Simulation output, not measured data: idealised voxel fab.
process module | voxel self aligned vias
cross-section cut | 225 nm wide | cells 5 nm
A cross-section is a grid of square cells, given in bands from the top down. A band is one or more rows of cells.
Each band's line starts with the height of the band's top and of its bottom, in nm. Then come its materials from left to right, each with its width in nm. One material with "throughout" fills the band from edge to edge. "air" is empty space.
Height 0 is the level under which the wafer as received is all one material. The lowest band goes on downwards, as in "0 down".
A width such as "30 to 40" changes by the same amount from each row of cells to the next, from the band's top row to its bottom row.
"no change" after a step means that no cell of the cross-section changed.
closed voids: empty space of 8 cells or more with no open way to the top, each as width x height at its distance from the left edge, in nm
after a step's settings: what the simulator itself notes on the step
overlay nm, on a step with a mask: how far to the right of its planned place the mask lay; to the left if negative
plan
1 op RECEIVE | material Si
2 op CONFORMAL_DEP | material SiO2 | thk nm 10
3 op CONFORMAL_DEP | material SiCN | thk nm 5
4 op DIRECTIONAL_DEP | material lowk | thk nm 30
5 op MASKED_ETCH | tone open | mask id LINES | width nm 30 | pitch nm 70 | etch materials lowk | depth nm 30 | overlay nm 0
6 op CONFORMAL_DEP | material TiN | thk nm 5
7 op FILL_DEP | material W | thk nm 10
8 op CMP | height nm 45
9 op SELECTIVE_ETCH | etch materials W Ru TiN | depth nm 10
10 op FILL_DEP | material SiN | thk nm 10
11 op CMP | height nm 45
12 op DIRECTIONAL_DEP | material lowk | thk nm 15
13 op MASKED_ETCH | tone open | mask id VIAS | width nm 40 | pitch nm 70 | etch materials lowk | depth nm 15 | overlay nm 0
14 op MASKED_ETCH | tone open | mask id VIAS | width nm 40 | pitch nm 70 | etch materials SiN | depth nm 10 | overlay nm 0
15 op CONFORMAL_DEP | material TiN | thk nm 5
16 op FILL_DEP | material W | thk nm 5
17 op CMP | height nm 60
18 op CONFORMAL_DEP | material SiCN | thk nm 5
as received, after step 1
  0 down: Si throughout
  closed voids: none
a wafer at the end: this start, this plan, one mistake
  65 to 60: SiCN throughout
  60 to 50: W 50 | TiN 5 | lowk 40 | TiN 5 | W 20 | TiN 5 | lowk 40 | TiN 5 | W 55
  50 to 45: TiN 55 | lowk 40 | TiN 30 | lowk 40 | TiN 60
  45 to 35: lowk 60 | SiN 30 | lowk 40 | SiN 30 | lowk 65
  35 to 20: lowk 60 | TiN 5 | W 20 | TiN 5 | lowk 40 | TiN 5 | W 20 | TiN 5 | lowk 65
  20 to 15: lowk 60 | TiN 30 | lowk 40 | TiN 30 | lowk 65
  15 to 10: SiCN throughout
  10 to 0: SiO2 throughout
  0 down: Si throughout
  closed voids: none
what went wrong: step 13 ran as: op MASKED_ETCH | tone cover | mask id VIAS | width nm 40 | pitch nm 70 | etch materials lowk | depth nm 15 | overlay nm 0
